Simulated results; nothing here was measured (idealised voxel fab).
Presented below is a process module, voxel trench capacitor.
Section shown: cut. Width: 210 nm. Cell size: 5 nm, square.
Cross-section spec: square-cell grid; bands listed top down; each band is one or more rows.
Within each band entry, the heights of the top and of the bottom of the band appear first, in that order and in nm; the materials of the band then follow from left to right, each with its corresponding width in nm. The designation "throughout" on a single material indicates that it fills the band from edge to edge; the designation "blank" indicates empty space.
For the purposes of this specification, 0 denotes the height below which the wafer in its as-received condition is composed wholly of one material, and the lowermost band, lacking a lower limit, extends downward without end, as expressed in "0 nm and below".
A two-number width, for instance "30->40", indicates that the width is equal to the first number in the top row of the band and to the second number in the bottom row, and that it changes by a constant amount per row of cells.
"changes: none" -> step changed no cross-section cell.
In the "Enclosed void inventory" entry, you get each enclosed empty space of 8 cells or more, one with no open way to the top, written width x height at distance, distance from the left edge, in nm.
The remark found on a step's line after its settings is issued by the simulator itself and pertains to that step.
Among the settings permitted on a step's line is "overlay nm"; applied to a step with a mask, it specifies the extent to which the mask lay to the right of its planned position, whereas a negative figure signifies a position to the left.
These are the steps we planned for the process:
step 1: op RECEIVE | material Si
step 2: op CONFORMAL_DEP | material SiN | thk nm 10
step 3: op DIRECTIONAL_DEP | material aC | thk nm 10
step 4: op PATTERN | tone open | mask id TRENCH | material resist | width nm 15 | pitch nm 50 | thk nm 25 | overlay nm 0
step 5: op DIRECTIONAL_ETCH | etch materials aC | depth nm 10
step 6: op STRIP | etch materials resist
step 7: op DIRECTIONAL_ETCH | etch materials SiN | depth nm 10
step 8: op DIRECTIONAL_ETCH | etch materials Si | depth nm 30
step 9: op STRIP | etch materials aC
step 10: op CONFORMAL_DEP | material SiO2 | thk nm 5
step 11: op FILL_DEP | material polySi | thk nm 5
step 12: op CMP | height nm 10
Split variable: width nm, step 4. Plan value = first wafer. Wafers start alike.
Step 1 complete: as-received cross-section of the first of several wafers:
0 nm and below | Si throughout
Enclosed void inventory: none
The first of several wafers, seen in cross-section after the module's last step, step 12:
10 nm to 0 nm | SiN 20; SiO2 5; polySi 5; SiO2 5; SiN 35; SiO2 5; polySi 5; SiO2 5; SiN 35; SiO2 5; polySi 5; SiO2 5; SiN 35; SiO2 5; polySi 5; SiO2 5; SiN 25
0 nm to -25 nm | Si 20; SiO2 5; polySi 5; SiO2 5; Si 35; SiO2 5; polySi 5; SiO2 5; Si 35; SiO2 5; polySi 5; SiO2 5; Si 35; SiO2 5; polySi 5; SiO2 5; Si 25
-25 nm to -30 nm | Si 20; SiO2 15; Si 35; SiO2 15; Si 35; SiO2 15; Si 35; SiO2 15; Si 25
-30 nm and below | Si throughout
Enclosed void inventory: none
The final wafer, sectioned at module end:
10 nm to 0 nm | SiN 15; SiO2 5; polySi 20; SiO2 5; SiN 20; SiO2 5; polySi 20; SiO2 5; SiN 20; SiO2 5; polySi 20; SiO2 5; SiN 20; SiO2 5; polySi 20; SiO2 5; SiN 15
0 nm to -25 nm | Si 15; SiO2 5; polySi 20; SiO2 5; Si 20; SiO2 5; polySi 20; SiO2 5; Si 20; SiO2 5; polySi 20; SiO2 5; Si 20; SiO2 5; polySi 20; SiO2 5; Si 15
-25 nm to -30 nm | Si 15; SiO2 30; Si 20; SiO2 30; Si 20; SiO2 30; Si 20; SiO2 30; Si 15
-30 nm and below | Si throughout
Enclosed void inventory: none
Here is how to read the rows: every wafer has a row, and it shows the wafer at the end of the module, giving for each material how many cells were gained (+) or lost (-) since the wafer was received, then listing its closed voids:
width nm 15 | -72 Si | +60 SiN | +68 SiO2 | +28 polySi | Enclosed void inventory: none
width nm 20 | -96 Si | +52 SiN | +72 SiO2 | +56 polySi | Enclosed void inventory: none
width nm 25 | -120 Si | +44 SiN | +76 SiO2 | +84 polySi | Enclosed void inventory: none
width nm 30 | -144 Si | +36 SiN | +80 SiO2 | +112 polySi | Enclosed void inventory: none
